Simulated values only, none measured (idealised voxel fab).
process module | voxel gate over fins
cross-section cut | 240 nm wide | cells 5 nm
A cross-section is a grid of square cells, given in bands from the top down. A band is one or more rows of cells.
Each band's line starts with the height of the band's top and of its bottom, in nm. Then come its materials from left to right, each with its width in nm. One material with "throughout" fills the band from edge to edge. "air" is empty space.
Height 0 is the level under which the wafer as received is all one material. The lowest band goes on downwards, as in "0 down".
A width such as "30 to 40" changes by the same amount from each row of cells to the next, from the band's top row to its bottom row.
"no change" after a step means that no cell of the cross-section changed.
closed voids: empty space of 8 cells or more with no open way to the top, each as width x height at its distance from the left edge, in nm
after a step's settings: what the simulator itself notes on the step
overlay nm, on a step with a mask: how far to the right of its planned place the mask lay; to the left if negative
plan
1 op RECEIVE | material Si
2 op CONFORMAL_DEP | material SiN | thk nm 5
3 op PATTERN | tone cover | mask id FINS | material resist | width nm 15 | pitch nm 55 | thk nm 20 | overlay nm 0
4 op DIRECTIONAL_ETCH | etch materials SiN | depth nm 5
5 op DIRECTIONAL_ETCH | etch materials Si | depth nm 40
6 op STRIP | etch materials resist
7 op FILL_DEP | material SiO2 | thk nm 5
8 op CMP | height nm 5
9 op MASKED_ETCH | tone open | mask id RAIL | width nm 15 | etch materials SiO2 | depth nm 40 | overlay nm 0
10 op CONFORMAL_DEP | material TiN | thk nm 5
11 op FILL_DEP | material W | thk nm 10
12 op CMP | height nm 5
13 op SELECTIVE_ETCH | etch materials W Ru TiN | depth nm 25
14 op FILL_DEP | material SiO2 | thk nm 5
15 op CMP | height nm 5
16 op SELECTIVE_ETCH | etch materials SiO2 | depth nm 20
17 op STRIP | etch materials SiN
18 op CONFORMAL_DEP | material HfO2 | thk nm 5
19 op CONFORMAL_DEP | material TiN | thk nm 5
20 op CONFORMAL_DEP | material TiAl | thk nm 5
21 op CONFORMAL_DEP | material TiN | thk nm 5
22 op FILL_DEP | material W | thk nm 15
23 op CMP | height nm 30
24 op CONFORMAL_DEP | material SiCN | thk nm 5
as received, after step 1
  0 down: Si throughout
  closed voids: none
first wafer at the end, as planned
  35 to 30: SiCN throughout
  30 to 20: W throughout
  20 to 15: W 35 | TiN 165 | W 40
  15 to 10: W 35 | TiN 5 | TiAl 45 | TiN 10 | TiAl 45 | TiN 10 | TiAl 45 | TiN 5 | W 40
  10 to 5: W 35 | TiN 5 | TiAl 5 | TiN 35 | TiAl 5 | TiN 10 | TiAl 5 | TiN 35 | TiAl 5 | TiN 10 | TiAl 5 | TiN 35 | TiAl 5 | TiN 5 | W 40
  5 to 0: TiN 40 | TiAl 5 | TiN 5 | HfO2 25 | TiN 5 | TiAl 5 | TiN 10 | TiAl 5 | TiN 5 | HfO2 25 | TiN 5 | TiAl 5 | TiN 10 | TiAl 5 | TiN 5 | HfO2 25 | TiN 5 | TiAl 5 | TiN 45
  0 to -5: TiAl 45 | TiN 5 | HfO2 5 | Si 15 | HfO2 5 | TiN 5 | TiAl 20 | TiN 5 | HfO2 5 | Si 15 | HfO2 5 | TiN 5 | TiAl 20 | TiN 5 | HfO2 5 | Si 15 | HfO2 5 | TiN 5 | TiAl 50
  -5 to -10: TiN 50 | HfO2 5 | Si 15 | HfO2 5 | TiN 30 | HfO2 5 | Si 15 | HfO2 5 | TiN 30 | HfO2 5 | Si 15 | HfO2 5 | TiN 55
  -10 to -15: HfO2 55 | Si 15 | HfO2 40 | Si 15 | HfO2 40 | Si 15 | HfO2 60
  -15 to -20: SiO2 55 | Si 15 | SiO2 40 | Si 15 | SiO2 40 | Si 15 | SiO2 60
  -20 to -30: SiO2 55 | Si 15 | SiO2 10 | TiN 5 | W 5 | TiN 5 | SiO2 15 | Si 15 | SiO2 40 | Si 15 | SiO2 60
  -30 to -35: SiO2 55 | Si 15 | SiO2 10 | TiN 15 | SiO2 15 | Si 15 | SiO2 40 | Si 15 | SiO2 60
  -35 to -40: SiO2 55 | Si 15 | SiO2 40 | Si 15 | SiO2 40 | Si 15 | SiO2 60
  -40 down: Si throughout
  closed voids: none
second wafer at the end: like start, like plan, one mistake
  35 to 30: SiCN throughout
  30 to 20: W throughout
  20 to 15: W 35 | TiN 165 | W 40
  15 to 10: W 35 | TiN 5 | TiAl 45 | TiN 10 | TiAl 45 | TiN 10 | TiAl 45 | TiN 5 | W 40
  10 to 5: W 35 | TiN 5 | TiAl 5 | TiN 35 | TiAl 5 | TiN 10 | TiAl 5 | TiN 35 | TiAl 5 | TiN 10 | TiAl 5 | TiN 35 | TiAl 5 | TiN 5 | W 40
  5 to 0: TiN 40 | TiAl 5 | TiN 5 | HfO2 25 | TiN 5 | TiAl 5 | TiN 10 | TiAl 5 | TiN 5 | HfO2 25 | TiN 5 | TiAl 5 | TiN 10 | TiAl 5 | TiN 5 | HfO2 25 | TiN 5 | TiAl 5 | TiN 45
  0 to -5: TiAl 45 | TiN 5 | HfO2 5 | Si 15 | HfO2 5 | TiN 5 | TiAl 20 | TiN 5 | HfO2 5 | Si 15 | HfO2 5 | TiN 5 | TiAl 20 | TiN 5 | HfO2 5 | Si 15 | HfO2 5 | TiN 5 | TiAl 50
  -5 to -10: TiN 50 | HfO2 5 | Si 15 | HfO2 5 | TiN 30 | HfO2 5 | Si 15 | HfO2 5 | TiN 30 | HfO2 5 | Si 15 | HfO2 5 | TiN 55
  -10 to -15: HfO2 55 | Si 15 | HfO2 40 | Si 15 | HfO2 40 | Si 15 | HfO2 60
  -15 to -20: SiO2 55 | Si 15 | SiO2 40 | Si 15 | SiO2 40 | Si 15 | SiO2 60
  -20 to -30: W 50 | TiN 5 | Si 15 | TiN 10 | SiO2 15 | TiN 5 | W 5 | TiN 5 | Si 15 | TiN 5 | W 30 | TiN 5 | Si 15 | TiN 5 | W 55
  -30 to -35: TiN 55 | Si 15 | TiN 10 | SiO2 15 | TiN 15 | Si 15 | TiN 40 | Si 15 | TiN 60
  -35 to -40: SiO2 55 | Si 15 | SiO2 40 | Si 15 | SiO2 40 | Si 15 | SiO2 60
  -40 down: Si throughout
  closed voids: none
what went wrong: step 9 ran as: op MASKED_ETCH | tone cover | mask id RAIL | width nm 15 | etch materials SiO2 | depth nm 40 | overlay nm 0
at the end the second wafer has, in cells: 99 fewer of SiO2 | 45 more of TiN | 54 more of W
